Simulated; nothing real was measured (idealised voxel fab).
This section sets out a process module, namely voxel gate over fins.
The cross-section shown here is cut; it is 215 nm wide and divided into square cells measuring 5 nm on a side.
When this document writes out a cross-section, it uses a grid of square cells and lists it as bands, beginning at the top and moving down, with a band standing for one or more rows of cells.
It is stipulated that each band's entry specify, in nanometres, the height of the top of the band and then that of its bottom, followed by the materials of the band in left-to-right sequence, each together with its width in nanometres. A single material marked by the word "throughout" is understood to fill the band from edge to edge; the word "empty" is understood to denote empty space.
Heights from 0 (as-received wafer is one material below). Bottom band endless downward, as "0 and below".
Note: "30 to 40" means the width goes from the first number (top row of the band) to the second number (bottom row) in equal steps per row of cells.
When a step is marked "left unchanged", none of the cells in the cross-section changed during that step.
Entry "Enclosed internal voids". Content: empty spaces with no open connection to the top, size 8 cells or greater. Each: width x height at distance. Distance: from left edge. Unit: nm.
Past the settings on a step's line: simulator remark, on that step.
For masked steps, "overlay nm" on the step line gives how far right of plan the mask actually lay; a minus sign means it lay to the left.

## So here's the lineup of process steps we planned
1: RECEIVE | material Si
2: CONFORMAL_DEP | material SiN | thk nm 10
3: DIRECTIONAL_DEP | material aC | thk nm 10
4: PATTERN | tone cover | mask id FINS | material resist | width nm 15 | pitch nm 40 | thk nm 30 | overlay nm 0
5: DIRECTIONAL_ETCH | etch materials aC | depth nm 10
6: STRIP | etch materials resist
7: DIRECTIONAL_ETCH | etch materials SiN | depth nm 10
8: DIRECTIONAL_ETCH | etch materials Si | depth nm 30
9: STRIP | etch materials aC
10: OXIDIZE | depth nm 5
11: FILL_DEP | material SiO2 | thk nm 5
12: CMP | height nm 10
13: SELECTIVE_ETCH | etch materials SiO2 | depth nm 20
14: STRIP | etch materials SiN
15: CONFORMAL_DEP | material HfO2 | thk nm 5
16: CONFORMAL_DEP | material TiN | thk nm 5
17: FILL_DEP | material W | thk nm 10
18: CMP | height nm 15
19: CONFORMAL_DEP | material SiCN | thk nm 5

## First out of two wafers; run went to plan

## Step 1 complete: cross-section of the wafer as received
    0 and below | Si throughout
    Enclosed internal voids: none

## Wafer section view after processing step 2
    10 down to 0 | SiN throughout
    Whatever lies below 0 is exactly as it was before.

## Wafer section view after processing step 3
    20 down to 10 | aC throughout
    Whatever lies below 10 is exactly as it was before.

## Wafer section view after processing step 4
    50 down to 20 | empty (60), then resist (15), then empty (25), then resist (15), then empty (25), then resist (15), then empty (60)
    Whatever lies below 20 is exactly as it was before.

## Wafer section view after processing step 5
    40 down to 20 | empty (60), then resist (15), then empty (25), then resist (15), then empty (25), then resist (15), then empty (60)
    20 down to 10 | empty (60), then aC (15), then empty (25), then aC (15), then empty (25), then aC (15), then empty (60)
    Whatever lies below 10 is exactly as it was before.

## Wafer section view after processing step 6
    20 down to 10 | empty (60), then aC (15), then empty (25), then aC (15), then empty (25), then aC (15), then empty (60)
    Whatever lies below 10 is exactly as it was before.

## Wafer section view after processing step 7
    20 down to 10 | empty (60), then aC (15), then empty (25), then aC (15), then empty (25), then aC (15), then empty (60)
    10 down to 0 | empty (60), then SiN (15), then empty (25), then SiN (15), then empty (25), then SiN (15), then empty (60)
    Whatever lies below 0 is exactly as it was before.

## Wafer section view after processing step 8
    20 down to 10 | empty (60), then aC (15), then empty (25), then aC (15), then empty (25), then aC (15), then empty (60)
    10 down to 0 | empty (60), then SiN (15), then empty (25), then SiN (15), then empty (25), then SiN (15), then empty (60)
    0 down to -30 | empty (60), then Si (15), then empty (25), then Si (15), then empty (25), then Si (15), then empty (60)
    Whatever lies below -30 is exactly as it was before.

## Wafer section view after processing step 9
    10 down to 0 | empty (60), then SiN (15), then empty (25), then SiN (15), then empty (25), then SiN (15), then empty (60)
    Whatever lies below 0 is exactly as it was before.

## Wafer section view after processing step 10
    10 down to 0 | empty (60), then SiN (15), then empty (25), then SiN (15), then empty (25), then SiN (15), then empty (60)
    0 down to -30 | empty (60), then SiO2 (5), then Si (5), then SiO2 (5), then empty (25), then SiO2 (5), then Si (5), then SiO2 (5), then empty (25), then SiO2 (5), then Si (5), then SiO2 (5), then empty (60)
    -30 down to -35 | SiO2 (65), then Si (5), then SiO2 (35), then Si (5), then SiO2 (35), then Si (5), then SiO2 (65)
    Whatever lies below -35 is exactly as it was before.

## Wafer section view after processing step 11
    15 down to 10 | SiO2 throughout
    10 down to 0 | SiO2 (60), then SiN (15), then SiO2 (25), then SiN (15), then SiO2 (25), then SiN (15), then SiO2 (60)
    0 down to -35 | SiO2 (65), then Si (5), then SiO2 (35), then Si (5), then SiO2 (35), then Si (5), then SiO2 (65)
    Whatever lies below -35 is exactly as it was before.

## Wafer section view after processing step 12
    10 down to 0 | SiO2 (60), then SiN (15), then SiO2 (25), then SiN (15), then SiO2 (25), then SiN (15), then SiO2 (60)
    Whatever lies below 0 is exactly as it was before.

## Wafer section view after processing step 13
    10 down to 0 | empty (60), then SiN (15), then empty (25), then SiN (15), then empty (25), then SiN (15), then empty (60)
    0 down to -10 | empty (65), then Si (5), then empty (35), then Si (5), then empty (35), then Si (5), then empty (65)
    Whatever lies below -10 is exactly as it was before.

## Wafer section view after processing step 14
    0 down to -10 | empty (65), then Si (5), then empty (35), then Si (5), then empty (35), then Si (5), then empty (65)
    Whatever lies below -10 is exactly as it was before.

## Wafer section view after processing step 15
    5 down to 0 | empty (60), then HfO2 (15), then empty (25), then HfO2 (15), then empty (25), then HfO2 (15), then empty (60)
    0 down to -5 | empty (60), then HfO2 (5), then Si (5), then HfO2 (5), then empty (25), then HfO2 (5), then Si (5), then HfO2 (5), then empty (25), then HfO2 (5), then Si (5), then HfO2 (5), then empty (60)
    -5 down to -10 | HfO2 (65), then Si (5), then HfO2 (35), then Si (5), then HfO2 (35), then Si (5), then HfO2 (65)
    Whatever lies below -10 is exactly as it was before.

## Wafer section view after processing step 16
    10 down to 5 | empty (55), then TiN (25), then empty (15), then TiN (25), then empty (15), then TiN (25), then empty (55)
    5 down to 0 | empty (55), then TiN (5), then HfO2 (15), then TiN (5), then empty (15), then TiN (5), then HfO2 (15), then TiN (5), then empty (15), then TiN (5), then HfO2 (15), then TiN (5), then empty (55)
    0 down to -5 | TiN (60), then HfO2 (5), then Si (5), then HfO2 (5), then TiN (25), then HfO2 (5), then Si (5), then HfO2 (5), then TiN (25), then HfO2 (5), then Si (5), then HfO2 (5), then TiN (60)
    Whatever lies below -5 is exactly as it was before.

## Wafer section view after processing step 17
    20 down to 10 | W throughout
    10 down to 5 | W (55), then TiN (25), then W (15), then TiN (25), then W (15), then TiN (25), then W (55)
    5 down to 0 | W (55), then TiN (5), then HfO2 (15), then TiN (5), then W (15), then TiN (5), then HfO2 (15), then TiN (5), then W (15), then TiN (5), then HfO2 (15), then TiN (5), then W (55)
    Whatever lies below 0 is exactly as it was before.

## Wafer section view after processing step 18
    15 down to 10 | W throughout
    Whatever lies below 10 is exactly as it was before.

## Wafer section view after processing step 19
    20 down to 15 | SiCN throughout
    Whatever lies below 15 is exactly as it was before.

## Here the second wafer is described. Its start and its plan were those of the first wafer. Its run contained one mistake. Up to and including step 14, it did exactly what the first wafer did

Second wafer at the planned finish of step 15, seen in cross-section: left unchanged

## Second wafer at the planned finish of step 16, seen in cross-section
    5 down to 0 | empty (60), then TiN (15), then empty (25), then TiN (15), then empty (25), then TiN (15), then empty (60)
    0 down to -5 | empty (60), then TiN (5), then Si (5), then TiN (5), then empty (25), then TiN (5), then Si (5), then TiN (5), then empty (25), then TiN (5), then Si (5), then TiN (5), then empty (60)
    -5 down to -10 | TiN (65), then Si (5), then TiN (35), then Si (5), then TiN (35), then Si (5), then TiN (65)
    Whatever lies below -10 is exactly as it was before.

## Second wafer at the planned finish of step 17, seen in cross-section
    15 down to 5 | W throughout
    5 down to 0 | W (60), then TiN (15), then W (25), then TiN (15), then W (25), then TiN (15), then W (60)
    0 down to -5 | W (60), then TiN (5), then Si (5), then TiN (5), then W (25), then TiN (5), then Si (5), then TiN (5), then W (25), then TiN (5), then Si (5), then TiN (5), then W (60)
    Whatever lies below -5 is exactly as it was before.

Second wafer at the planned finish of step 18, seen in cross-section: left unchanged

## Second wafer at the planned finish of step 19, seen in cross-section
    20 down to 15 | SiCN throughout
    Whatever lies below 15 is exactly as it was before.
Nonconformance to the process plan: the plan's step 15 was left out and never carried out
FYI, end of process, the second wafer has more or fewer cells of some materials than the first: 55 fewer of HfO2 | 55 more of W
